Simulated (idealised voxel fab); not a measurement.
The name of this process module is voxel ribs on slabs.
We display cut, a cross-section 170 nm in width whose square cells are each 5 nm.
Cross-sections here: square-cell grids, written as top-down lists of bands, a band being one or more rows of cells. First you get the band's top height and its bottom height, in nm, and then the materials it's made of, left to right, with each width in nm. If you see a single material with "all across", that one covers the band edge to edge. "empty" is empty space. Zero point of the height axis is 0; under it, received wafer = one material. Lowest band: continues down indefinitely, "top 0, no bottom". Width: "30..40" (first number = top row, second number = bottom row, same change from row to row of cells). "identical to before", as given for a step, is the statement that not any cell of the cross-section underwent a change during that step. The entry "Encapsulated voids" lists the empty spaces that cover at least 8 cells and have no open path to the top. Each is written as width x height at distance, where the distance is measured from the left edge and all three values are in nm. If you see something after the settings on a step's line, that's the simulator's own remark about that step. overlay nm, on a step with a mask: how far to the right of its planned place the mask lay; to the left if negative. Each pair of cross-sections that follows straddles one process step: the one shows the state before the step, the other the state after it, down to the lowest band that changed and no further. The step in question, and its settings, are given under the pair. Note that a pair is not necessarily a continuation of the pair above it, since pairs can come from different runs of this module on the same starting wafer; it is a continuation only where its entry headed "State before step" says so.
# State before step
  top 75, bottom 65  TiN all across
  top 65, bottom 55  SiO2 all across
  top 55, bottom 45  45 of SiO2, then 25 of polySi, then 30 of SiO2, then 25 of polySi, then 45 of SiO2
  top 45, bottom 40  70 of polySi, then 30 of SiO2, then 70 of polySi
  top 40, bottom 30  polySi all across
  top 30, bottom 0  SiO2 all across
  top 0, no bottom  Si all across
  Encapsulated voids: none
# Post-Step Cross-Section
  top 90, bottom 75  65 of empty, then 40 of resist, then 65 of empty
  Rest of section, below 75: as before.
  Encapsulated voids: none
Can you name the step between the two cross-sections above? It is PATTERN | tone cover | mask id HEATER | material resist | width nm 40 | thk nm 15 | overlay nm 0
State before step: the cross-section after the pair above
# Post-Step Cross-Section
  top 90, bottom 75  65 of empty, then 40 of resist, then 65 of empty
  top 75, bottom 65  65 of empty, then 40 of TiN, then 65 of empty
  Rest of section, below 65: as before.
  Encapsulated voids: none
Can you name the step between the two cross-sections above? It is DIRECTIONAL_ETCH | etch materials TiN | depth nm 10
State before step: the cross-section after the pair above
# Post-Step Cross-Section
  top 75, bottom 65  65 of empty, then 40 of TiN, then 65 of empty
  Rest of section, below 65: as before.
  Encapsulated voids: none
Can you name the step between the two cross-sections above? It is STRIP | etch materials resist
State before step: the cross-section after the pair above
# Post-Step Cross-Section
  top 85, bottom 75  55 of empty, then 60 of SiO2, then 55 of empty
  top 75, bottom 65  65 of SiO2, then 40 of TiN, then 65 of SiO2
  Rest of section, below 65: as before.
  Encapsulated voids: none
Can you name the step between the two cross-sections above? It is CONFORMAL_DEP | material SiO2 | thk nm 10
